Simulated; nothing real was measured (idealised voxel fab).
Presented below is a process module, voxel self aligned contacts.
FYI the section here is cut, 275 nm wide, cells are 5 nm squares.
In this document a cross-section is written as a grid of square cells. It is given as a series of bands, listed from the top down, and a band is one or more rows of cells.
Basically the band line says how high the top is and how high the bottom is, in nm, and then what's in it from left to right, every material with its width in nm. Empty space shows up as "empty", and if a single material carries "throughout" it runs the full band edge to edge.
Heads up on the height convention: 0 is the point under which the incoming wafer is all one material, and the lowest band has no bottom, it just keeps going down, like "z 0 and below".
Quick explanation for "30 to 40": the width changes in equal steps down the rows of cells, from the first number in the band's top row to the second number in its bottom row.
A step reported as "nothing different" is a step in which no cell of the cross-section changed.
In "Closed void register" the enclosed voids are listed, meaning empty spaces of 8 cells or larger without any opening to the top. The form is width x height at distance, distance from the left edge, units nm.
What comes after the settings on a step's line is commentary from the simulator itself on that step.
overlay nm: step with mask; distance mask lay right of planned place; negative value = left of planned place.

## The steps planned for the process are as follows
1 RECEIVE [material Si]
2 OXIDIZE [depth nm 5]
3 DIRECTIONAL_DEP [material polySi] [thk nm 25]
4 DIRECTIONAL_DEP [material SiN] [thk nm 25]
5 DIRECTIONAL_DEP [material aC] [thk nm 15]
6 PATTERN [tone cover] [mask id GATE] [material resist] [width nm 35] [pitch nm 80] [thk nm 30] [overlay nm 0]
7 DIRECTIONAL_ETCH [etch materials aC] [depth nm 15]
8 STRIP [etch materials resist]
9 DIRECTIONAL_ETCH [etch materials SiN] [depth nm 25]
10 DIRECTIONAL_ETCH [etch materials polySi] [depth nm 25]
11 STRIP [etch materials aC]
12 CONFORMAL_DEP [material SiN] [thk nm 10]
13 DIRECTIONAL_ETCH [etch materials SiN] [depth nm 10]
14 FILL_DEP [material SiO2] [thk nm 20]
15 CMP [height nm 60]
16 DIRECTIONAL_DEP [material aC] [thk nm 10]
17 PATTERN [tone open] [mask id CONTACT] [material resist] [width nm 55] [pitch nm 80] [thk nm 25] [overlay nm 0]
18 DIRECTIONAL_ETCH [etch materials aC] [depth nm 10]
19 STRIP [etch materials resist]
20 DIRECTIONAL_ETCH [etch materials SiO2] [depth nm 65]
21 STRIP [etch materials aC]
22 CONFORMAL_DEP [material TiN] [thk nm 5]
23 FILL_DEP [material Ru] [thk nm 10]
24 CMP [height nm 60]
25 CONFORMAL_DEP [material SiCN] [thk nm 5]

## Incoming wafer in cross-section (state: after step 1)
* z 0 and below: Si throughout
* Closed void register: none

## a wafer at the end: this start, this plan, one mistake
* z 65 to 60: SiCN throughout
* z 60 to 50: SiO2 (30) | SiN (55) | TiN (5) | Ru (15) | TiN (5) | SiN (55) | TiN (5) | Ru (15) | TiN (5) | SiN (55) | SiO2 (30)
* z 50 to 30: SiO2 (30) | SiN (10) | polySi (35) | SiN (10) | TiN (5) | Ru (15) | TiN (5) | SiN (10) | polySi (35) | SiN (10) | TiN (5) | Ru (15) | TiN (5) | SiN (10) | polySi (35) | SiN (10) | SiO2 (30)
* z 30 to 25: SiO2 (30) | SiN (10) | polySi (35) | SiN (10) | TiN (25) | SiN (10) | polySi (35) | SiN (10) | TiN (25) | SiN (10) | polySi (35) | SiN (10) | SiO2 (30)
* z 25 to 0: polySi throughout
* z 0 to -5: SiO2 throughout
* z -5 and below: Si throughout
* Closed void register: none
Misprocessing identified: step 3 of the plan was executed twice over
